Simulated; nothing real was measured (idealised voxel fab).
This section sets out a process module, namely voxel transistor to metal.
The width of the displayed cross-section, cut, is 165 nm; its cells are square, with a size of 5 nm.
Just so we're on the same page, the cross-sections are grids of square cells, and they're listed out in bands top to bottom, each band one or more rows deep.
Band entry format. Leading values: height of top, height of bottom, nm. Remainder: materials in left-to-right order, each with its width in nm. Special words: "full width" on a single material, which then fills the band edge to edge; "air", empty space.
Heights from 0 (as-received wafer is one material below). Bottom band endless downward, as "0 down".
Width spec "30 to 40" -> top row of cells at first value, bottom row at second value, equal per-row change in between.
The cross-section has no changed cell in any step marked "no modification".
Enclosed voids (no open way to top), threshold 8 cells or more, entry "Enclosed void list", notation width x height at distance, distance from left edge, nm.
Note: text after step settings on the step line = simulator remark on that step.
overlay nm: how far to the right of its planned place the mask lay on this masked step (negative: to the left).
Note: before/after cross-section pairs follow, one process step per pair, after-side truncated at the lowest changed band, step and settings given beneath. Different runs of this module on the same starting wafer may supply the pairs; a pair continues the one above only where the "Before the process" entry says so.

### Before the process
> 95 to 60 = 35 nm SiO2  15 nm air  65 nm SiO2  15 nm air  35 nm SiO2
> 60 to 55 = SiCN full width
> 55 to 35 = 35 nm lowk  5 nm TiN  5 nm Cu  5 nm TiN  65 nm lowk  5 nm TiN  5 nm Cu  5 nm TiN  35 nm lowk
> 35 to 30 = 35 nm SiCN  15 nm TiN  65 nm SiCN  15 nm TiN  35 nm SiCN
> 30 to 15 = 35 nm SiO2  5 nm TiN  5 nm W  5 nm TiN  65 nm SiO2  5 nm TiN  5 nm W  5 nm TiN  35 nm SiO2
> 15 to 10 = 35 nm SiO2  5 nm TiN  5 nm W  5 nm TiN  10 nm SiO2  5 nm SiN  5 nm HfO2  5 nm SiCN  15 nm W  5 nm SiCN  5 nm HfO2  5 nm SiN  10 nm SiO2  5 nm TiN  5 nm W  5 nm TiN  35 nm SiO2
> 10 to 5 = 35 nm SiO2  15 nm TiN  10 nm SiO2  5 nm SiN  5 nm HfO2  5 nm SiCN  15 nm W  5 nm SiCN  5 nm HfO2  5 nm SiN  10 nm SiO2  15 nm TiN  35 nm SiO2
> 5 to 0 = 20 nm SiO2  5 nm SiN  10 nm SiO2  10 nm TiN  15 nm pSi  5 nm SiN  5 nm HfO2  5 nm SiCN  15 nm W  5 nm SiCN  5 nm HfO2  5 nm SiN  15 nm pSi  10 nm TiN  10 nm SiO2  5 nm SiN  20 nm SiO2
> 0 to -5 = 20 nm SiO2  5 nm SiN  10 nm SiO2  10 nm TiN  15 nm pSi  5 nm SiN  5 nm HfO2  25 nm SiCN  5 nm HfO2  5 nm SiN  15 nm pSi  10 nm TiN  10 nm SiO2  5 nm SiN  20 nm SiO2
> -5 to -10 = 35 nm SiO2  10 nm TiN  15 nm pSi  45 nm HfO2  15 nm pSi  10 nm TiN  35 nm SiO2
> -10 to -25 = 30 nm SiO2  30 nm pSi  45 nm Si  30 nm pSi  30 nm SiO2
> -25 to -35 = 30 nm SiO2  105 nm Si  30 nm SiO2
> -35 down = Si full width
> Enclosed void list: none

### Step Outcome
> 95 to 60 = 35 nm SiO2  15 nm air  65 nm SiO2  15 nm air  35 nm SiO2
> 60 to 55 = 35 nm SiCN  15 nm air  65 nm SiCN  15 nm air  35 nm SiCN
> Heights below 55 show no change.
> Enclosed void list: none
For reference, the processing step occurring between the two cross-sections presented above is as follows: MASKED_ETCH | tone open | mask id METAL_2_HOLES | width nm 15 | pitch nm 80 | etch materials SiCN | depth nm 5 | overlay nm 0

Before the process: Reference is made to the cross-section shown after the step in the pair directly above, which represents the state prior to this step.

### Step Outcome
> 100 to 95 = 40 nm TiN  5 nm air  75 nm TiN  5 nm air  40 nm TiN
> 95 to 60 = 35 nm SiO2  5 nm TiN  5 nm air  5 nm TiN  65 nm SiO2  5 nm TiN  5 nm air  5 nm TiN  35 nm SiO2
> 60 to 55 = 35 nm SiCN  15 nm TiN  65 nm SiCN  15 nm TiN  35 nm SiCN
> Heights below 55 show no change.
> Enclosed void list: none
For reference, the processing step occurring between the two cross-sections presented above is as follows: CONFORMAL_DEP | material TiN | thk nm 5

Before the process: Reference is made to the cross-section shown after the step in the pair directly above, which represents the state prior to this step.

### Step Outcome
> 110 to 100 = Ru full width
> 100 to 95 = 40 nm TiN  5 nm Ru  75 nm TiN  5 nm Ru  40 nm TiN
> 95 to 60 = 35 nm SiO2  5 nm TiN  5 nm Ru  5 nm TiN  65 nm SiO2  5 nm TiN  5 nm Ru  5 nm TiN  35 nm SiO2
> Heights below 60 show no change.
> Enclosed void list: none
For reference, the processing step occurring between the two cross-sections presented above is as follows: FILL_DEP | material Ru | thk nm 10

Before the process: Reference is made to the cross-section shown after the step in the pair directly above, which represents the state prior to this step.

### Step Outcome
> 95 to 60 = 35 nm SiO2  5 nm TiN  5 nm Ru  5 nm TiN  65 nm SiO2  5 nm TiN  5 nm Ru  5 nm TiN  35 nm SiO2
> Heights below 60 show no change.
> Enclosed void list: none
For reference, the processing step occurring between the two cross-sections presented above is as follows: CMP | height nm 95

Before the process: Reference is made to the cross-section shown after the step in the pair directly above, which represents the state prior to this step.

### Step Outcome
> 100 to 95 = SiCN full width
> Heights below 95 show no change.
> Enclosed void list: none
For reference, the processing step occurring between the two cross-sections presented above is as follows: CONFORMAL_DEP | material SiCN | thk nm 5

### Before the process
> 25 to 15 = aC full width
> 15 to 0 = SiN full width
> 0 to -5 = SiO2 full width
> -5 down = Si full width
> Enclosed void list: none

### Step Outcome
> 50 to 25 = 25 nm resist  115 nm air  25 nm resist
> Heights below 25 show no change.
> Enclosed void list: none
For reference, the processing step occurring between the two cross-sections presented above is as follows: PATTERN | tone open | mask id ACTIVE | material resist | width nm 115 | thk nm 25 | overlay nm 0

Before the process: Reference is made to the cross-section shown after the step in the pair directly above, which represents the state prior to this step.

### Step Outcome
> 40 to 25 = 25 nm resist  115 nm air  25 nm resist
> 25 to 15 = 25 nm aC  115 nm air  25 nm aC
> Heights below 15 show no change.
> Enclosed void list: none
For reference, the processing step occurring between the two cross-sections presented above is as follows: DIRECTIONAL_ETCH | etch materials aC | depth nm 10

Before the process: Reference is made to the cross-section shown after the step in the pair directly above, which represents the state prior to this step.

### Step Outcome
> 25 to 15 = 25 nm aC  115 nm air  25 nm aC
> Heights below 15 show no change.
> Enclosed void list: none
For reference, the processing step occurring between the two cross-sections presented above is as follows: STRIP | etch materials resist

Before the process: Reference is made to the cross-section shown after the step in the pair directly above, which represents the state prior to this step.

### Step Outcome
> 25 to 15 = 25 nm aC  115 nm air  25 nm aC
> 15 to 0 = 25 nm SiN  115 nm air  25 nm SiN
> Heights below 0 show no change.
> Enclosed void list: none
For reference, the processing step occurring between the two cross-sections presented above is as follows: DIRECTIONAL_ETCH | etch materials SiN | depth nm 15

Before the process: Reference is made to the cross-section shown after the step in the pair directly above, which represents the state prior to this step.

### Step Outcome
> 25 to 15 = 25 nm aC  115 nm air  25 nm aC
> 15 to 0 = 25 nm SiN  115 nm air  25 nm SiN
> 0 to -5 = 25 nm SiO2  115 nm air  25 nm SiO2
> Heights below -5 show no change.
> Enclosed void list: none
For reference, the processing step occurring between the two cross-sections presented above is as follows: DIRECTIONAL_ETCH | etch materials SiO2 | depth nm 5

Before the process: Reference is made to the cross-section shown after the step in the pair directly above, which represents the state prior to this step.

### Step Outcome
> 25 to 15 = 25 nm aC  115 nm air  25 nm aC
> 15 to 0 = 25 nm SiN  115 nm air  25 nm SiN
> 0 to -5 = 25 nm SiO2  115 nm air  25 nm SiO2
> -5 to -30 = 25 nm Si  115 nm air  25 nm Si
> Heights below -30 show no change.
> Enclosed void list: none
For reference, the processing step occurring between the two cross-sections presented above is as follows: DIRECTIONAL_ETCH | etch materials Si | depth nm 25

Before the process: Reference is made to the cross-section shown after the step in the pair directly above, which represents the state prior to this step.

### Step Outcome
> 15 to 0 = 25 nm SiN  115 nm air  25 nm SiN
> Heights below 0 show no change.
> Enclosed void list: none
For reference, the processing step occurring between the two cross-sections presented above is as follows: STRIP | etch materials aC

Before the process: Reference is made to the cross-section shown after the step in the pair directly above, which represents the state prior to this step.

### Step Outcome
> 15 to 0 = 25 nm SiN  115 nm air  25 nm SiN
> 0 to -5 = 25 nm SiO2  115 nm air  25 nm SiO2
> -5 to -30 = 20 nm Si  5 nm SiO2  115 nm air  5 nm SiO2  20 nm Si
> -30 to -35 = 20 nm Si  125 nm SiO2  20 nm Si
> Heights below -35 show no change.
> Enclosed void list: none
For reference, the processing step occurring between the two cross-sections presented above is as follows: OXIDIZE | depth nm 5

Before the process: Reference is made to the cross-section shown after the step in the pair directly above, which represents the state prior to this step.

### Step Outcome
> 30 to 15 = SiO2 full width
> 15 to 0 = 25 nm SiN  115 nm SiO2  25 nm SiN
> 0 to -5 = SiO2 full width
> -5 to -35 = 20 nm Si  125 nm SiO2  20 nm Si
> Heights below -35 show no change.
> Enclosed void list: none
For reference, the processing step occurring between the two cross-sections presented above is as follows: FILL_DEP | material SiO2 | thk nm 15

Before the process: Reference is made to the cross-section shown after the step in the pair directly above, which represents the state prior to this step.

### Step Outcome
> 15 to 0 = 25 nm SiN  115 nm SiO2  25 nm SiN
> Heights below 0 show no change.
> Enclosed void list: none
For reference, the processing step occurring between the two cross-sections presented above is as follows: CMP | height nm 15

Before the process: Reference is made to the cross-section shown after the step in the pair directly above, which represents the state prior to this step.

### Step Outcome
> 15 to 10 = 25 nm SiN  115 nm air  25 nm SiN
> Heights below 10 show no change.
> Enclosed void list: none
For reference, the processing step occurring between the two cross-sections presented above is as follows: SELECTIVE_ETCH | etch materials SiO2 | depth nm 5

Before the process: Reference is made to the cross-section shown after the step in the pair directly above, which represents the state prior to this step.

### Step Outcome
> 10 to 0 = 25 nm air  115 nm SiO2  25 nm air
> Heights below 0 show no change.
> Enclosed void list: none
For reference, the processing step occurring between the two cross-sections presented above is as follows: STRIP | etch materials SiN

Before the process: Reference is made to the cross-section shown after the step in the pair directly above, which represents the state prior to this step.

### Step Outcome
> 5 to -5 = 30 nm air  105 nm SiO2  30 nm air
> Heights below -5 show no change.
> Enclosed void list: none
For reference, the processing step occurring between the two cross-sections presented above is as follows: SELECTIVE_ETCH | etch materials SiO2 | depth nm 5

Before the process: Reference is made to the cross-section shown after the step in the pair directly above, which represents the state prior to this step.

### Step Outcome
> 5 to -5 = 30 nm air  105 nm SiO2  30 nm air
> -5 to -10 = SiO2 full width
> Heights below -10 show no change.
> Enclosed void list: none
For reference, the processing step occurring between the two cross-sections presented above is as follows: OXIDIZE | depth nm 5

Before the process: Reference is made to the cross-section shown after the step in the pair directly above, which represents the state prior to this step.

### Step Outcome
> 30 to 20 = 30 nm air  105 nm polySi  30 nm air
> 20 to 5 = polySi full width
> 5 to -5 = 30 nm polySi  105 nm SiO2  30 nm polySi
> Heights below -5 show no change.
> Enclosed void list: none
For reference, the processing step occurring between the two cross-sections presented above is as follows: DIRECTIONAL_DEP | material polySi | thk nm 25

Before the process: Reference is made to the cross-section shown after the step in the pair directly above, which represents the state prior to this step.

### Step Outcome
> 45 to 35 = 30 nm air  105 nm SiCN  30 nm air
> 35 to 30 = SiCN full width
> 30 to 20 = 30 nm SiCN  105 nm polySi  30 nm SiCN
> Heights below 20 show no change.
> Enclosed void list: none
For reference, the processing step occurring between the two cross-sections presented above is as follows: DIRECTIONAL_DEP | material SiCN | thk nm 15

Before the process: Reference is made to the cross-section shown after the step in the pair directly above, which represents the state prior to this step.

### Step Outcome
> 65 to 45 = 65 nm air  35 nm resist  65 nm air
> Heights below 45 show no change.
> Enclosed void list: none
For reference, the processing step occurring between the two cross-sections presented above is as follows: PATTERN | tone cover | mask id GATE | material resist | width nm 35 | thk nm 20 | overlay nm 0

Before the process: Reference is made to the cross-section shown after the step in the pair directly above, which represents the state prior to this step.

### Step Outcome
> 65 to 45 = 65 nm air  35 nm resist  65 nm air
> 45 to 30 = 65 nm air  35 nm SiCN  65 nm air
> 30 to 20 = 30 nm air  105 nm polySi  30 nm air
> Heights below 20 show no change.
> Enclosed void list: none
For reference, the processing step occurring between the two cross-sections presented above is as follows: DIRECTIONAL_ETCH | etch materials SiCN | depth nm 25

Before the process: Reference is made to the cross-section shown after the step in the pair directly above, which represents the state prior to this step.

### Step Outcome
> 65 to 45 = 65 nm air  35 nm resist  65 nm air
> 45 to 30 = 65 nm air  35 nm SiCN  65 nm air
> 30 to 5 = 65 nm air  35 nm polySi  65 nm air
> 5 to -5 = 30 nm air  105 nm SiO2  30 nm air
> Heights below -5 show no change.
> Enclosed void list: none
For reference, the processing step occurring between the two cross-sections presented above is as follows: DIRECTIONAL_ETCH | etch materials polySi | depth nm 35

Before the process: Reference is made to the cross-section shown after the step in the pair directly above, which represents the state prior to this step.

### Step Outcome
> 45 to 30 = 65 nm air  35 nm SiCN  65 nm air
> Heights below 30 show no change.
> Enclosed void list: none
For reference, the processing step occurring between the two cross-sections presented above is as follows: STRIP | etch materials resist

Before the process: Reference is made to the cross-section shown after the step in the pair directly above, which represents the state prior to this step.

### Step Outcome
> 50 to 45 = 60 nm air  45 nm SiN  60 nm air
> 45 to 30 = 60 nm air  5 nm SiN  35 nm SiCN  5 nm SiN  60 nm air
> 30 to 10 = 60 nm air  5 nm SiN  35 nm polySi  5 nm SiN  60 nm air
> 10 to 5 = 25 nm air  40 nm SiN  35 nm polySi  40 nm SiN  25 nm air
> 5 to 0 = 25 nm air  5 nm SiN  105 nm SiO2  5 nm SiN  25 nm air
> 0 to -5 = 30 nm SiN  105 nm SiO2  30 nm SiN
> Heights below -5 show no change.
> Enclosed void list: none
For reference, the processing step occurring between the two cross-sections presented above is as follows: CONFORMAL_DEP | material SiN | thk nm 5

Before the process: Reference is made to the cross-section shown after the step in the pair directly above, which represents the state prior to this step.

### Step Outcome
> 45 to 30 = 60 nm air  5 nm SiN  35 nm SiCN  5 nm SiN  60 nm air
> 30 to 5 = 60 nm air  5 nm SiN  35 nm polySi  5 nm SiN  60 nm air
> 5 to -5 = 25 nm air  5 nm SiN  105 nm SiO2  5 nm SiN  25 nm air
> Heights below -5 show no change.
> Enclosed void list: none
For reference, the processing step occurring between the two cross-sections presented above is as follows: DIRECTIONAL_ETCH | etch materials SiN | depth nm 5

Before the process: Reference is made to the cross-section shown after the step in the pair directly above, which represents the state prior to this step.

### Step Outcome
> 45 to 30 = 60 nm air  5 nm SiN  35 nm SiCN  5 nm SiN  60 nm air
> 30 to 5 = 60 nm air  5 nm SiN  35 nm polySi  5 nm SiN  60 nm air
> 5 to 0 = 25 nm air  5 nm SiN  30 nm air  45 nm SiO2  30 nm air  5 nm SiN  25 nm air
> 0 to -5 = 25 nm air  5 nm SiN  105 nm SiO2  5 nm SiN  25 nm air
> -5 to -10 = 25 nm air  115 nm SiO2  25 nm air
> Heights below -10 show no change.
> Enclosed void list: none
For reference, the processing step occurring between the two cross-sections presented above is as follows: DIRECTIONAL_ETCH | etch materials SiO2 | depth nm 5

Before the process: Reference is made to the cross-section shown after the step in the pair directly above, which represents the state prior to this step.

### Step Outcome
> 45 to 30 = 60 nm air  5 nm SiN  35 nm SiCN  5 nm SiN  60 nm air
> 30 to 5 = 60 nm air  5 nm SiN  35 nm polySi  5 nm SiN  60 nm air
> 5 to 0 = 25 nm air  5 nm SiN  30 nm air  45 nm SiO2  30 nm air  5 nm SiN  25 nm air
> 0 to -5 = 25 nm air  5 nm SiN  105 nm SiO2  5 nm SiN  25 nm air
> -5 to -10 = 25 nm air  115 nm SiO2  25 nm air
> -10 to -25 = 20 nm air  125 nm SiO2  20 nm air
> Heights below -25 show no change.
> Enclosed void list: none
For reference, the processing step occurring between the two cross-sections presented above is as follows: DIRECTIONAL_ETCH | etch materials Si | depth nm 15

Before the process: Reference is made to the cross-section shown after the step in the pair directly above, which represents the state prior to this step.

### Step Outcome
> 45 to 30 = 60 nm air  5 nm SiN  35 nm SiCN  5 nm SiN  60 nm air
> 30 to 5 = 60 nm air  5 nm SiN  35 nm polySi  5 nm SiN  60 nm air
> 5 to 0 = 25 nm air  5 nm SiN  30 nm air  45 nm SiO2  30 nm air  5 nm SiN  25 nm air
> 0 to -5 = 25 nm air  5 nm SiN  105 nm SiO2  5 nm SiN  25 nm air
> -5 to -10 = 25 nm air  115 nm SiO2  25 nm air
> -10 to -25 = 20 nm pSi  125 nm SiO2  20 nm pSi
> Heights below -25 show no change.
> Enclosed void list: none
For reference, the processing step occurring between the two cross-sections presented above is as follows: EPI | material pSi | thk nm 15

Before the process: Reference is made to the cross-section shown after the step in the pair directly above, which represents the state prior to this step.

### Step Outcome
> 55 to 45 = SiO2 full width
> 45 to 30 = 60 nm SiO2  5 nm SiN  35 nm SiCN  5 nm SiN  60 nm SiO2
> 30 to 5 = 60 nm SiO2  5 nm SiN  35 nm polySi  5 nm SiN  60 nm SiO2
> 5 to -5 = 25 nm SiO2  5 nm SiN  105 nm SiO2  5 nm SiN  25 nm SiO2
> -5 to -10 = SiO2 full width
> Heights below -10 show no change.
> Enclosed void list: none
For reference, the processing step occurring between the two cross-sections presented above is as follows: FILL_DEP | material SiO2 | thk nm 10

Before the process: Reference is made to the cross-section shown after the step in the pair directly above, which represents the state prior to this step.

### Step Outcome
> 20 to 5 = 60 nm SiO2  5 nm SiN  35 nm polySi  5 nm SiN  60 nm SiO2
> Heights below 5 show no change.
> Enclosed void list: none
For reference, the processing step occurring between the two cross-sections presented above is as follows: CMP | height nm 20

Before the process: Reference is made to the cross-section shown after the step in the pair directly above, which represents the state prior to this step.

### Step Outcome
> 20 to 5 = 60 nm SiO2  5 nm SiN  35 nm air  5 nm SiN  60 nm SiO2
> Heights below 5 show no change.
> Enclosed void list: none
For reference, the processing step occurring between the two cross-sections presented above is as follows: STRIP | etch materials polySi

Before the process: Reference is made to the cross-section shown after the step in the pair directly above, which represents the state prior to this step.

### Step Outcome
> 20 to 15 = 60 nm air  5 nm SiN  35 nm air  5 nm SiN  60 nm air
> 15 to 5 = 60 nm SiO2  5 nm SiN  35 nm air  5 nm SiN  60 nm SiO2
> 5 to 0 = 25 nm SiO2  5 nm SiN  30 nm SiO2  45 nm air  30 nm SiO2  5 nm SiN  25 nm SiO2
> Heights below 0 show no change.
> Enclosed void list: none
For reference, the processing step occurring between the two cross-sections presented above is as follows: SELECTIVE_ETCH | etch materials SiO2 | depth nm 5

Before the process: Reference is made to the cross-section shown after the step in the pair directly above, which represents the state prior to this step.

### Step Outcome
> 25 to 20 = 55 nm air  15 nm HfO2  25 nm air  15 nm HfO2  55 nm air
> 20 to 15 = 60 nm HfO2  5 nm SiN  5 nm HfO2  25 nm air  5 nm HfO2  5 nm SiN  60 nm HfO2
> 15 to 5 = 60 nm SiO2  5 nm SiN  5 nm HfO2  25 nm air  5 nm HfO2  5 nm SiN  60 nm SiO2
> 5 to 0 = 25 nm SiO2  5 nm SiN  30 nm SiO2  45 nm HfO2  30 nm SiO2  5 nm SiN  25 nm SiO2
> Heights below 0 show no change.
> Enclosed void list: none
For reference, the processing step occurring between the two cross-sections presented above is as follows: CONFORMAL_DEP | material HfO2 | thk nm 5

Before the process: Reference is made to the cross-section shown after the step in the pair directly above, which represents the state prior to this step.

### Step Outcome
> 30 to 25 = 50 nm air  25 nm TiN  15 nm air  25 nm TiN  50 nm air
> 25 to 20 = 55 nm TiN  15 nm HfO2  5 nm TiN  15 nm air  5 nm TiN  15 nm HfO2  55 nm TiN
> 20 to 15 = 60 nm HfO2  5 nm SiN  5 nm HfO2  5 nm TiN  15 nm air  5 nm TiN  5 nm HfO2  5 nm SiN  60 nm HfO2
> 15 to 10 = 60 nm SiO2  5 nm SiN  5 nm HfO2  5 nm TiN  15 nm air  5 nm TiN  5 nm HfO2  5 nm SiN  60 nm SiO2
> 10 to 5 = 60 nm SiO2  5 nm SiN  5 nm HfO2  25 nm TiN  5 nm HfO2  5 nm SiN  60 nm SiO2
> Heights below 5 show no change.
> Enclosed void list: none
For reference, the processing step occurring between the two cross-sections presented above is as follows: CONFORMAL_DEP | material TiN | thk nm 5

Before the process: Reference is made to the cross-section shown after the step in the pair directly above, which represents the state prior to this step.

### Step Outcome
> 35 to 30 = W full width
> 30 to 25 = 50 nm W  25 nm TiN  15 nm W  25 nm TiN  50 nm W
> 25 to 20 = 55 nm TiN  15 nm HfO2  5 nm TiN  15 nm W  5 nm TiN  15 nm HfO2  55 nm TiN
> 20 to 15 = 60 nm HfO2  5 nm SiN  5 nm HfO2  5 nm TiN  15 nm W  5 nm TiN  5 nm HfO2  5 nm SiN  60 nm HfO2
> 15 to 10 = 60 nm SiO2  5 nm SiN  5 nm HfO2  5 nm TiN  15 nm W  5 nm TiN  5 nm HfO2  5 nm SiN  60 nm SiO2
> Heights below 10 show no change.
> Enclosed void list: none
For reference, the processing step occurring between the two cross-sections presented above is as follows: FILL_DEP | material W | thk nm 5

Before the process: Reference is made to the cross-section shown after the step in the pair directly above, which represents the state prior to this step.

### Step Outcome
> 15 to 10 = 60 nm SiO2  5 nm SiN  5 nm HfO2  5 nm TiN  15 nm W  5 nm TiN  5 nm HfO2  5 nm SiN  60 nm SiO2
> Heights below 10 show no change.
> Enclosed void list: none
For reference, the processing step occurring between the two cross-sections presented above is as follows: CMP | height nm 15

Before the process: Reference is made to the cross-section shown after the step in the pair directly above, which represents the state prior to this step.

### Step Outcome
> 30 to 15 = SiO2 full width
> Heights below 15 show no change.
> Enclosed void list: none
For reference, the processing step occurring between the two cross-sections presented above is as follows: DIRECTIONAL_DEP | material SiO2 | thk nm 15

Before the process: Reference is made to the cross-section shown after the step in the pair directly above, which represents the state prior to this step.

### Step Outcome
> 45 to 30 = aC full width
> Heights below 30 show no change.
> Enclosed void list: none
For reference, the processing step occurring between the two cross-sections presented above is as follows: DIRECTIONAL_DEP | material aC | thk nm 15

Before the process: Reference is made to the cross-section shown after the step in the pair directly above, which represents the state prior to this step.

### Step Outcome
> 80 to 45 = 35 nm resist  15 nm air  65 nm resist  15 nm air  35 nm resist
> Heights below 45 show no change.
> Enclosed void list: none
For reference, the processing step occurring between the two cross-sections presented above is as follows: PATTERN | tone open | mask id CONTACT | material resist | width nm 15 | pitch nm 80 | thk nm 35 | overlay nm 0

Before the process: Reference is made to the cross-section shown after the step in the pair directly above, which represents the state prior to this step.

### Step Outcome
> 65 to 45 = 35 nm resist  15 nm air  65 nm resist  15 nm air  35 nm resist
> 45 to 30 = 35 nm aC  15 nm air  65 nm aC  15 nm air  35 nm aC
> Heights below 30 show no change.
> Enclosed void list: none
For reference, the processing step occurring between the two cross-sections presented above is as follows: DIRECTIONAL_ETCH | etch materials aC | depth nm 15

Before the process: Reference is made to the cross-section shown after the step in the pair directly above, which represents the state prior to this step.

### Step Outcome
> 45 to 30 = 35 nm aC  15 nm air  65 nm aC  15 nm air  35 nm aC
> Heights below 30 show no change.
> Enclosed void list: none
For reference, the processing step occurring between the two cross-sections presented above is as follows: STRIP | etch materials resist

Before the process: Reference is made to the cross-section shown after the step in the pair directly above, which represents the state prior to this step.

### Step Outcome
> 45 to 30 = 35 nm aC  15 nm air  65 nm aC  15 nm air  35 nm aC
> 30 to 15 = 35 nm SiO2  15 nm air  65 nm SiO2  15 nm air  35 nm SiO2
> 15 to 10 = 35 nm SiO2  15 nm air  10 nm SiO2  5 nm SiN  5 nm HfO2  5 nm TiN  15 nm W  5 nm TiN  5 nm HfO2  5 nm SiN  10 nm SiO2  15 nm air  35 nm SiO2
> 10 to 5 = 35 nm SiO2  15 nm air  10 nm SiO2  5 nm SiN  5 nm HfO2  25 nm TiN  5 nm HfO2  5 nm SiN  10 nm SiO2  15 nm air  35 nm SiO2
> 5 to 0 = 25 nm SiO2  5 nm SiN  5 nm SiO2  15 nm air  10 nm SiO2  45 nm HfO2  10 nm SiO2  15 nm air  5 nm SiO2  5 nm SiN  25 nm SiO2
> 0 to -5 = 25 nm SiO2  5 nm SiN  5 nm SiO2  15 nm air  65 nm SiO2  15 nm air  5 nm SiO2  5 nm SiN  25 nm SiO2
> -5 to -10 = 35 nm SiO2  15 nm air  65 nm SiO2  15 nm air  35 nm SiO2
> Heights below -10 show no change.
> Enclosed void list: none
For reference, the processing step occurring between the two cross-sections presented above is as follows: DIRECTIONAL_ETCH | etch materials SiO2 | depth nm 40

Before the process: Reference is made to the cross-section shown after the step in the pair directly above, which represents the state prior to this step.

### Step Outcome
> 30 to 15 = 35 nm SiO2  15 nm air  65 nm SiO2  15 nm air  35 nm SiO2
> Heights below 15 show no change.
> Enclosed void list: none
For reference, the processing step occurring between the two cross-sections presented above is as follows: STRIP | etch materials aC

Before the process: Reference is made to the cross-section shown after the step in the pair directly above, which represents the state prior to this step.

### Step Outcome
> 35 to 30 = 40 nm TiN  5 nm air  75 nm TiN  5 nm air  40 nm TiN
> 30 to 15 = 35 nm SiO2  5 nm TiN  5 nm air  5 nm TiN  65 nm SiO2  5 nm TiN  5 nm air  5 nm TiN  35 nm SiO2
> 15 to 10 = 35 nm SiO2  5 nm TiN  5 nm air  5 nm TiN  10 nm SiO2  5 nm SiN  5 nm HfO2  5 nm TiN  15 nm W  5 nm TiN  5 nm HfO2  5 nm SiN  10 nm SiO2  5 nm TiN  5 nm air  5 nm TiN  35 nm SiO2
> 10 to 5 = 35 nm SiO2  5 nm TiN  5 nm air  5 nm TiN  10 nm SiO2  5 nm SiN  5 nm HfO2  25 nm TiN  5 nm HfO2  5 nm SiN  10 nm SiO2  5 nm TiN  5 nm air  5 nm TiN  35 nm SiO2
> 5 to 0 = 25 nm SiO2  5 nm SiN  5 nm SiO2  5 nm TiN  5 nm air  5 nm TiN  10 nm SiO2  45 nm HfO2  10 nm SiO2  5 nm TiN  5 nm air  5 nm TiN  5 nm SiO2  5 nm SiN  25 nm SiO2
> 0 to -5 = 25 nm SiO2  5 nm SiN  5 nm SiO2  5 nm TiN  5 nm air  5 nm TiN  65 nm SiO2  5 nm TiN  5 nm air  5 nm TiN  5 nm SiO2  5 nm SiN  25 nm SiO2
> -5 to -10 = 35 nm SiO2  15 nm TiN  65 nm SiO2  15 nm TiN  35 nm SiO2
> Heights below -10 show no change.
> Enclosed void list: none
For reference, the processing step occurring between the two cross-sections presented above is as follows: CONFORMAL_DEP | material TiN | thk nm 5

Before the process: Reference is made to the cross-section shown after the step in the pair directly above, which represents the state prior to this step.

### Step Outcome
> 45 to 35 = W full width
> 35 to 30 = 40 nm TiN  5 nm W  75 nm TiN  5 nm W  40 nm TiN
> 30 to 15 = 35 nm SiO2  5 nm TiN  5 nm W  5 nm TiN  65 nm SiO2  5 nm TiN  5 nm W  5 nm TiN  35 nm SiO2
> 15 to 10 = 35 nm SiO2  5 nm TiN  5 nm W  5 nm TiN  10 nm SiO2  5 nm SiN  5 nm HfO2  5 nm TiN  15 nm W  5 nm TiN  5 nm HfO2  5 nm SiN  10 nm SiO2  5 nm TiN  5 nm W  5 nm TiN  35 nm SiO2
> 10 to 5 = 35 nm SiO2  5 nm TiN  5 nm W  5 nm TiN  10 nm SiO2  5 nm SiN  5 nm HfO2  25 nm TiN  5 nm HfO2  5 nm SiN  10 nm SiO2  5 nm TiN  5 nm W  5 nm TiN  35 nm SiO2
> 5 to 0 = 25 nm SiO2  5 nm SiN  5 nm SiO2  5 nm TiN  5 nm W  5 nm TiN  10 nm SiO2  45 nm HfO2  10 nm SiO2  5 nm TiN  5 nm W  5 nm TiN  5 nm SiO2  5 nm SiN  25 nm SiO2
> 0 to -5 = 25 nm SiO2  5 nm SiN  5 nm SiO2  5 nm TiN  5 nm W  5 nm TiN  65 nm SiO2  5 nm TiN  5 nm W  5 nm TiN  5 nm SiO2  5 nm SiN  25 nm SiO2
> Heights below -5 show no change.
> Enclosed void list: none
For reference, the processing step occurring between the two cross-sections presented above is as follows: FILL_DEP | material W | thk nm 10

Before the process: Reference is made to the cross-section shown after the step in the pair directly above, which represents the state prior to this step.

### Step Outcome
> 30 to 15 = 35 nm SiO2  5 nm TiN  5 nm W  5 nm TiN  65 nm SiO2  5 nm TiN  5 nm W  5 nm TiN  35 nm SiO2
> Heights below 15 show no change.
> Enclosed void list: none
For reference, the processing step occurring between the two cross-sections presented above is as follows: CMP | height nm 30

Before the process: Reference is made to the cross-section shown after the step in the pair directly above, which represents the state prior to this step.

### Step Outcome
> 35 to 30 = SiCN full width
> Heights below 30 show no change.
> Enclosed void list: none
For reference, the processing step occurring between the two cross-sections presented above is as follows: CONFORMAL_DEP | material SiCN | thk nm 5

Before the process: Reference is made to the cross-section shown after the step in the pair directly above, which represents the state prior to this step.

### Step Outcome
> 55 to 35 = lowk full width
> Heights below 35 show no change.
> Enclosed void list: none
For reference, the processing step occurring between the two cross-sections presented above is as follows: DIRECTIONAL_DEP | material lowk | thk nm 20

Before the process: Reference is made to the cross-section shown after the step in the pair directly above, which represents the state prior to this step.

### Step Outcome
> 70 to 55 = 35 nm resist  15 nm air  65 nm resist  15 nm air  35 nm resist
> Heights below 55 show no change.
> Enclosed void list: none
For reference, the processing step occurring between the two cross-sections presented above is as follows: PATTERN | tone open | mask id METAL_1 | material resist | width nm 15 | pitch nm 80 | thk nm 15 | overlay nm 0

Before the process: Reference is made to the cross-section shown after the step in the pair directly above, which represents the state prior to this step.

### Step Outcome
> 70 to 55 = 35 nm resist  15 nm air  65 nm resist  15 nm air  35 nm resist
> 55 to 35 = 35 nm lowk  15 nm air  65 nm lowk  15 nm air  35 nm lowk
> Heights below 35 show no change.
> Enclosed void list: none
For reference, the processing step occurring between the two cross-sections presented above is as follows: DIRECTIONAL_ETCH | etch materials lowk | depth nm 20

Before the process: Reference is made to the cross-section shown after the step in the pair directly above, which represents the state prior to this step.

### Step Outcome
> 70 to 55 = 35 nm resist  15 nm air  65 nm resist  15 nm air  35 nm resist
> 55 to 35 = 35 nm lowk  15 nm air  65 nm lowk  15 nm air  35 nm lowk
> 35 to 30 = 35 nm SiCN  15 nm air  65 nm SiCN  15 nm air  35 nm SiCN
> Heights below 30 show no change.
> Enclosed void list: none
For reference, the processing step occurring between the two cross-sections presented above is as follows: DIRECTIONAL_ETCH | etch materials SiCN | depth nm 5
